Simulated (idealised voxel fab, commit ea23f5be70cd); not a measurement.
Presented below is a process module, voxel released beams.
In the cross-section labelled cut, the width is 260 nm and each square cell is 5 nm.
Think of the cross-section as a grid of square cells. We describe it in bands, top to bottom, and each band covers one or more rows of those cells. Quick guide to a band line: top height, bottom height (nm) up front; then every material left to right with its width in nm. Only one material and it's marked "full width"? Then it fills the band edge to edge. And "blank" just means empty space. Measure heights from 0. That's the level where, below it, the as-received wafer is all one material. The lowest band is bottomless and extends downward; write it as in "0 and below". A width given as "30->40" starts at the first number in the band's top row and ends at the second number in its bottom row, shifting by an equal amount at every step from row to row. Basically "no alteration" means that step didn't change any cell in the cross-section. Empty spaces without an open route to the top, at least 8 cells in extent, make up the entry "Cavities, sealed"; each is given as width x height at distance, where the distance is measured from the left edge, and all are in nm. Read whatever lies past the settings on a step's line as the simulator's own remark about the step. Each step line may optionally specify "overlay nm", which for a step with a mask gives the rightward distance between the mask's planned place and where it lay, a negative value indicating the leftward direction.

-- plan
| 1 | op RECEIVE | material Si |
| 2 | op CONFORMAL_DEP | material Al2O3 | thk nm 5 |
| 3 | op DIRECTIONAL_DEP | material SiO2 | thk nm 15 |
| 4 | op DIRECTIONAL_DEP | material aC | thk nm 10 |
| 5 | op PATTERN | tone open | mask id ANCHOR | material resist | width nm 45 | thk nm 30 | overlay nm 0 |
| 6 | op DIRECTIONAL_ETCH | etch materials aC | depth nm 10 |
| 7 | op STRIP | etch materials resist |
| 8 | op DIRECTIONAL_ETCH | etch materials SiO2 | depth nm 15 |
| 9 | op STRIP | etch materials aC |
| 10 | op CONFORMAL_DEP | material SiN | thk nm 15 |
| 11 | op DIRECTIONAL_DEP | material aC | thk nm 10 |
| 12 | op PATTERN | tone cover | mask id BEAM | material resist | width nm 120 | thk nm 30 | overlay nm 0 |
| 13 | op DIRECTIONAL_ETCH | etch materials aC | depth nm 10 |
| 14 | op STRIP | etch materials resist |
| 15 | op DIRECTIONAL_ETCH | etch materials SiN | depth nm 15 |
| 16 | op STRIP | etch materials aC |
| 17 | op STRIP | etch materials SiO2 |

-- Delivered wafer in cross-section: state after step 1
* 0 and below  Si full width
* Cavities, sealed: none

-- Result of the module, cross-sectioned: start per above, plan per above, one error in how it was run
* 35 down to 20  blank (60); SiN (25); blank (15); SiN (90); blank (70)
* 20 down to 5  blank (70); SiN (45); blank (145)
* 5 down to 0  Al2O3 full width
* 0 and below  Si full width
* Cavities, sealed: none
Processing error: step 12 was processed under conditions differing from the plan, specifically as op PATTERN | tone cover | mask id BEAM | material resist | width nm 130 | thk nm 30 | overlay nm 0
